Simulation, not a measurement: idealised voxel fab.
Module name: voxel wiring stack (process module)
Square cell edge 5 nm, section width 285 nm, ID cut.
In what follows, cross-sections appear as grids of square cells, described through bands that run from the top down, where every band is one or more rows of cells.
Top height, bottom height, nm. Materials left to right, width each, nm. Single material + "edge to edge" = fills band edge to edge. "empty" = empty.
Heights from 0 (as-received wafer is one material below). Bottom band endless downward, as "0 -> down".
Quick explanation for "30..40": the width changes in equal steps down the rows of cells, from the first number in the band's top row to the second number in its bottom row.
No cell of the cross-section changed in a step that is given as "no alterations made".
"Closed void list" - sealed voids, min. 8 cells, no opening to top; format: width x height at distance (distance from left edge; nm throughout).
Whatever follows a step's settings on its line is a remark the simulator itself makes about that step.
overlay nm: step with mask; distance mask lay right of planned place; negative value = left of planned place.

**List of planned process steps**
1 op RECEIVE | material Si
2 op CONFORMAL_DEP | material SiO2 | thk nm 15
3 op CONFORMAL_DEP | material SiCN | thk nm 5
4 op DIRECTIONAL_DEP | material SiO2 | thk nm 25
5 op PATTERN | tone open | mask id METAL_1 | material resist | width nm 25 | pitch nm 45 | thk nm 20 | overlay nm 0
6 op DIRECTIONAL_ETCH | etch materials SiO2 | depth nm 25
7 op DIRECTIONAL_ETCH | etch materials SiCN | depth nm 5
8 op STRIP | etch materials resist
9 op CONFORMAL_DEP | material TiN | thk nm 5
10 op FILL_DEP | material Cu | thk nm 10
11 op CMP | height nm 45
12 op CONFORMAL_DEP | material SiCN | thk nm 5
13 op DIRECTIONAL_DEP | material lowk | thk nm 35
14 op PATTERN | tone open | mask id METAL_2 | material resist | width nm 25 | pitch nm 45 | thk nm 15 | overlay nm 0
15 op DIRECTIONAL_ETCH | etch materials lowk | depth nm 20
16 op STRIP | etch materials resist
17 op MASKED_ETCH | tone open | mask id METAL_2_HOLES | width nm 15 | etch materials lowk | depth nm 15 | overlay nm 0
18 op MASKED_ETCH | tone open | mask id METAL_2_HOLES | width nm 15 | etch materials SiCN | depth nm 5 | overlay nm 0
19 op CONFORMAL_DEP | material TiN | thk nm 5
20 op FILL_DEP | material Ru | thk nm 10
21 op CMP | height nm 85
22 op CONFORMAL_DEP | material SiN | thk nm 5

**The first of a set of two wafers, run to plan**

**As-received state of the wafer in cross-section, equivalent to post-step 1**
- 0 -> down: Si edge to edge
- Closed void list: none

**State of the wafer after step 2, shown in cross-section**
- 15 -> 0: SiO2 edge to edge
- Anything lower than 0 is untouched.

**State of the wafer after step 3, shown in cross-section**
- 20 -> 15: SiCN edge to edge
- Anything lower than 15 is untouched.

**State of the wafer after step 4, shown in cross-section**
- 45 -> 20: SiO2 edge to edge
- Anything lower than 20 is untouched.

**State of the wafer after step 5, shown in cross-section**
- 65 -> 45: resist 105; empty 25; resist 20; empty 25; resist 110
- Anything lower than 45 is untouched.

**State of the wafer after step 6, shown in cross-section**
- 65 -> 45: resist 105; empty 25; resist 20; empty 25; resist 110
- 45 -> 20: SiO2 105; empty 25; SiO2 20; empty 25; SiO2 110
- Anything lower than 20 is untouched.

**State of the wafer after step 7, shown in cross-section**
- 65 -> 45: resist 105; empty 25; resist 20; empty 25; resist 110
- 45 -> 20: SiO2 105; empty 25; SiO2 20; empty 25; SiO2 110
- 20 -> 15: SiCN 105; empty 25; SiCN 20; empty 25; SiCN 110
- Anything lower than 15 is untouched.

**State of the wafer after step 8, shown in cross-section**
- 45 -> 20: SiO2 105; empty 25; SiO2 20; empty 25; SiO2 110
- Anything lower than 20 is untouched.

**State of the wafer after step 9, shown in cross-section**
- 50 -> 45: TiN 110; empty 15; TiN 30; empty 15; TiN 115
- 45 -> 20: SiO2 105; TiN 5; empty 15; TiN 5; SiO2 20; TiN 5; empty 15; TiN 5; SiO2 110
- 20 -> 15: SiCN 105; TiN 25; SiCN 20; TiN 25; SiCN 110
- Anything lower than 15 is untouched.

**State of the wafer after step 10, shown in cross-section**
- 60 -> 50: Cu edge to edge
- 50 -> 45: TiN 110; Cu 15; TiN 30; Cu 15; TiN 115
- 45 -> 20: SiO2 105; TiN 5; Cu 15; TiN 5; SiO2 20; TiN 5; Cu 15; TiN 5; SiO2 110
- Anything lower than 20 is untouched.

**State of the wafer after step 11, shown in cross-section**
- 45 -> 20: SiO2 105; TiN 5; Cu 15; TiN 5; SiO2 20; TiN 5; Cu 15; TiN 5; SiO2 110
- Anything lower than 20 is untouched.

**State of the wafer after step 12, shown in cross-section**
- 50 -> 45: SiCN edge to edge
- Anything lower than 45 is untouched.

**State of the wafer after step 13, shown in cross-section**
- 85 -> 50: lowk edge to edge
- Anything lower than 50 is untouched.

**State of the wafer after step 14, shown in cross-section**
- 100 -> 85: resist 105; empty 25; resist 20; empty 25; resist 110
- Anything lower than 85 is untouched.

**State of the wafer after step 15, shown in cross-section**
- 100 -> 85: resist 105; empty 25; resist 20; empty 25; resist 110
- 85 -> 65: lowk 105; empty 25; lowk 20; empty 25; lowk 110
- Anything lower than 65 is untouched.

**State of the wafer after step 16, shown in cross-section**
- 85 -> 65: lowk 105; empty 25; lowk 20; empty 25; lowk 110
- Anything lower than 65 is untouched.

**State of the wafer after step 17, shown in cross-section**
- 85 -> 65: lowk 105; empty 25; lowk 20; empty 25; lowk 110
- 65 -> 50: lowk 105; empty 15; lowk 165
- Anything lower than 50 is untouched.

**State of the wafer after step 18, shown in cross-section**
- 85 -> 65: lowk 105; empty 25; lowk 20; empty 25; lowk 110
- 65 -> 50: lowk 105; empty 15; lowk 165
- 50 -> 45: SiCN 105; empty 15; SiCN 165
- Anything lower than 45 is untouched.

**State of the wafer after step 19, shown in cross-section**
- 90 -> 85: TiN 110; empty 15; TiN 30; empty 15; TiN 115
- 85 -> 70: lowk 105; TiN 5; empty 15; TiN 5; lowk 20; TiN 5; empty 15; TiN 5; lowk 110
- 70 -> 65: lowk 105; TiN 5; empty 5; TiN 15; lowk 20; TiN 25; lowk 110
- 65 -> 50: lowk 105; TiN 5; empty 5; TiN 5; lowk 165
- 50 -> 45: SiCN 105; TiN 15; SiCN 165
- Anything lower than 45 is untouched.

**State of the wafer after step 20, shown in cross-section**
- 100 -> 90: Ru edge to edge
- 90 -> 85: TiN 110; Ru 15; TiN 30; Ru 15; TiN 115
- 85 -> 70: lowk 105; TiN 5; Ru 15; TiN 5; lowk 20; TiN 5; Ru 15; TiN 5; lowk 110
- 70 -> 65: lowk 105; TiN 5; Ru 5; TiN 15; lowk 20; TiN 25; lowk 110
- 65 -> 50: lowk 105; TiN 5; Ru 5; TiN 5; lowk 165
- Anything lower than 50 is untouched.

**State of the wafer after step 21, shown in cross-section**
- 85 -> 70: lowk 105; TiN 5; Ru 15; TiN 5; lowk 20; TiN 5; Ru 15; TiN 5; lowk 110
- Anything lower than 70 is untouched.

**State of the wafer after step 22, shown in cross-section**
- 90 -> 85: SiN edge to edge
- Anything lower than 85 is untouched.

**Okay, second wafer. Nothing different at the start, nothing different in the plan, just one mistake somewhere in the running. As far as step 12, counting that step, it's the first wafer all over again**

**Here is the second wafer in cross-section at the point where step 13 of the plan should have been done**
- 120 -> 50: lowk edge to edge
- Anything lower than 50 is untouched.

**Here is the second wafer in cross-section at the point where step 14 of the plan should have been done**
- 135 -> 120: resist 105; empty 25; resist 20; empty 25; resist 110
- Anything lower than 120 is untouched.

**Here is the second wafer in cross-section at the point where step 15 of the plan should have been done**
- 135 -> 120: resist 105; empty 25; resist 20; empty 25; resist 110
- 120 -> 100: lowk 105; empty 25; lowk 20; empty 25; lowk 110
- Anything lower than 100 is untouched.

**Here is the second wafer in cross-section at the point where step 16 of the plan should have been done**
- 120 -> 100: lowk 105; empty 25; lowk 20; empty 25; lowk 110
- Anything lower than 100 is untouched.

**Here is the second wafer in cross-section at the point where step 17 of the plan should have been done**
- 120 -> 100: lowk 105; empty 25; lowk 20; empty 25; lowk 110
- 100 -> 85: lowk 105; empty 15; lowk 165
- Anything lower than 85 is untouched.

Here is the second wafer in cross-section at the point where step 18 of the plan should have been done: no alterations made

**Here is the second wafer in cross-section at the point where step 19 of the plan should have been done**
- 125 -> 120: TiN 110; empty 15; TiN 30; empty 15; TiN 115
- 120 -> 105: lowk 105; TiN 5; empty 15; TiN 5; lowk 20; TiN 5; empty 15; TiN 5; lowk 110
- 105 -> 100: lowk 105; TiN 5; empty 5; TiN 15; lowk 20; TiN 25; lowk 110
- 100 -> 90: lowk 105; TiN 5; empty 5; TiN 5; lowk 165
- 90 -> 85: lowk 105; TiN 15; lowk 165
- Anything lower than 85 is untouched.

**Here is the second wafer in cross-section at the point where step 20 of the plan should have been done**
- 135 -> 125: Ru edge to edge
- 125 -> 120: TiN 110; Ru 15; TiN 30; Ru 15; TiN 115
- 120 -> 105: lowk 105; TiN 5; Ru 15; TiN 5; lowk 20; TiN 5; Ru 15; TiN 5; lowk 110
- 105 -> 100: lowk 105; TiN 5; Ru 5; TiN 15; lowk 20; TiN 25; lowk 110
- 100 -> 90: lowk 105; TiN 5; Ru 5; TiN 5; lowk 165
- Anything lower than 90 is untouched.

**Here is the second wafer in cross-section at the point where step 21 of the plan should have been done**
- 85 -> 50: lowk edge to edge
- Anything lower than 50 is untouched.

**Here is the second wafer in cross-section at the point where step 22 of the plan should have been done**
- 90 -> 85: SiN edge to edge
- Anything lower than 85 is untouched.
Deviation noted in wafer processing: regarding the plan, step 13 was run twice
Once processing is complete, comparing cell counts shows that the second wafer has more or fewer of certain materials than the first: Ru: 22 fewer | SiCN: 3 more | TiN: 30 fewer | lowk: 49 more
